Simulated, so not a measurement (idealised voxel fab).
Documented hereafter: the process module known as voxel self aligned contacts.
Shown is cross-section cut, with a width of 200 nm and square cells of size 5 nm.
Cross-section = grid of square cells, listed top down in bands; band = one or more rows. In this notation a band is specified by the heights of its top and bottom, in that order and in nm, after which its materials appear from left to right, each paired with its width in nm. The word "edge to edge" attached to a single material means that material fills the band from edge to edge; the word "empty" stands for empty space. Heights are expressed relative to 0, this being the level below which the as-received wafer comprises one material exclusively. The lowest band is unbounded in the downward direction and is denoted as in "0 nm and below". When a width is written as two numbers, as in "30->40", the first number is the width in the top row of cells of the band and the second is the width in its bottom row, and the width changes by the same amount from each row to the next. You'll sometimes find "nothing was modified" written for a step, and that's the way of saying that nowhere in the cross-section did a cell change during that step. Closed-off voids of 8+ cells (no open route to the top) go in "Enclosed internal cavities", written width x height at distance from the left edge, in nm. Anything after a step's settings on that line? It's the simulator's own note about the step. A step line may carry the setting "overlay nm", which, for steps involving a mask, states the distance by which the mask lay to the right of its intended position; negative values denote displacement to the left.
-- plan
1) RECEIVE,material Si
2) OXIDIZE,depth nm 5
3) DIRECTIONAL_DEP,material polySi,thk nm 25
4) DIRECTIONAL_DEP,material SiN,thk nm 20
5) MASKED_ETCH,tone cover,mask id GATE,width nm 25,pitch nm 70,etch materials SiN,depth nm 20,overlay nm 0
6) MASKED_ETCH,tone cover,mask id GATE,width nm 25,pitch nm 70,etch materials polySi,depth nm 25,overlay nm 0
7) CONFORMAL_DEP,material SiN,thk nm 10
8) DIRECTIONAL_ETCH,etch materials SiN,depth nm 10
9) FILL_DEP,material SiO2,thk nm 15
10) CMP,height nm 55
11) DIRECTIONAL_DEP,material aC,thk nm 10
12) PATTERN,tone open,mask id CONTACT,material resist,width nm 55,pitch nm 70,thk nm 25,overlay nm 0
13) DIRECTIONAL_ETCH,etch materials aC,depth nm 10
14) STRIP,etch materials resist
15) DIRECTIONAL_ETCH,etch materials SiO2,depth nm 60
16) STRIP,etch materials aC
17) CONFORMAL_DEP,material TiN,thk nm 5
18) FILL_DEP,material W,thk nm 5
19) CMP,height nm 55
20) CONFORMAL_DEP,material SiCN,thk nm 5
-- As-received wafer cross-section (after step 1)
  0 nm and below: Si edge to edge
  Enclosed internal cavities: none
-- Cross-section at module end, one run error; start and plan unchanged from above
  60 nm to 55 nm: SiCN edge to edge
  55 nm to 50 nm: 5 of SiO2 / 45 of SiN / 5 of TiN / 15 of W / 5 of TiN / 45 of SiN / 5 of TiN / 15 of W / 5 of TiN / 45 of SiN / 10 of SiO2
  50 nm to 45 nm: 5 of SiO2 / 45 of SiN / 25 of TiN / 45 of SiN / 25 of TiN / 45 of SiN / 10 of SiO2
  45 nm to 25 nm: SiN edge to edge
  25 nm to 0 nm: polySi edge to edge
  0 nm to -5 nm: SiO2 edge to edge
  -5 nm and below: Si edge to edge
  Enclosed internal cavities: none
Finding, execution versus plan: step 4 of the plan was twice carried out
